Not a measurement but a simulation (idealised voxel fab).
process module | voxel double patterning
cross-section cut | 295 nm wide | cells 5 nm
A cross-section is a grid of square cells, given in bands from the top down. A band is one or more rows of cells.
Each band's line starts with the height of the band's top and of its bottom, in nm. Then come its materials from left to right, each with its width in nm. One material with "throughout" fills the band from edge to edge. "air" is empty space.
Height 0 is the level under which the wafer as received is all one material. The lowest band goes on downwards, as in "0 down".
A width such as "30 to 40" changes by the same amount from each row of cells to the next, from the band's top row to its bottom row.
"no change" after a step means that no cell of the cross-section changed.
closed voids: empty space of 8 cells or more with no open way to the top, each as width x height at its distance from the left edge, in nm
after a step's settings: what the simulator itself notes on the step
overlay nm, on a step with a mask: how far to the right of its planned place the mask lay; to the left if negative
plan
1 op RECEIVE | material Si
2 op CONFORMAL_DEP | material SiN | thk nm 5
3 op DIRECTIONAL_DEP | material SiO2 | thk nm 10
4 op DIRECTIONAL_DEP | material SiCN | thk nm 10
5 op MASKED_ETCH | tone open | mask id FIRST | width nm 15 | pitch nm 50 | etch materials SiCN | depth nm 10 | overlay nm 0
6 op PATTERN | tone open | mask id SECOND | material resist | width nm 15 | thk nm 15 | overlay nm -15
7 op DIRECTIONAL_ETCH | etch materials SiCN | depth nm 10
8 op STRIP | etch materials resist
9 op DIRECTIONAL_ETCH | etch materials SiO2 | depth nm 10
10 op STRIP | etch materials SiCN
varied across the wafers: overlay nm of step 6. The plan shows the first wafer's value. All wafers start alike
first wafer as received, after step 1
  0 down: Si throughout
  closed voids: none
first wafer at the end, after step 10
  15 to 5: SiO2 115 | air 25 | SiO2 25 | air 15 | SiO2 115
  5 to 0: SiN throughout
  0 down: Si throughout
  closed voids: none
last wafer at the end
  15 to 5: SiO2 115 | air 15 | SiO2 25 | air 25 | SiO2 115
  5 to 0: SiN throughout
  0 down: Si throughout
  closed voids: none
each wafer at the end: cells of each material gained (+) or lost (-) since it was received, then its closed voids
overlay nm -15 | +59 SiN | +102 SiO2 | closed voids: none
overlay nm -10 | +59 SiN | +100 SiO2 | closed voids: none
overlay nm -5 | +59 SiN | +100 SiO2 | closed voids: none
overlay nm 0 | +59 SiN | +100 SiO2 | closed voids: none
overlay nm 5 | +59 SiN | +100 SiO2 | closed voids: none
overlay nm 10 | +59 SiN | +100 SiO2 | closed voids: none
overlay nm 15 | +59 SiN | +102 SiO2 | closed voids: none
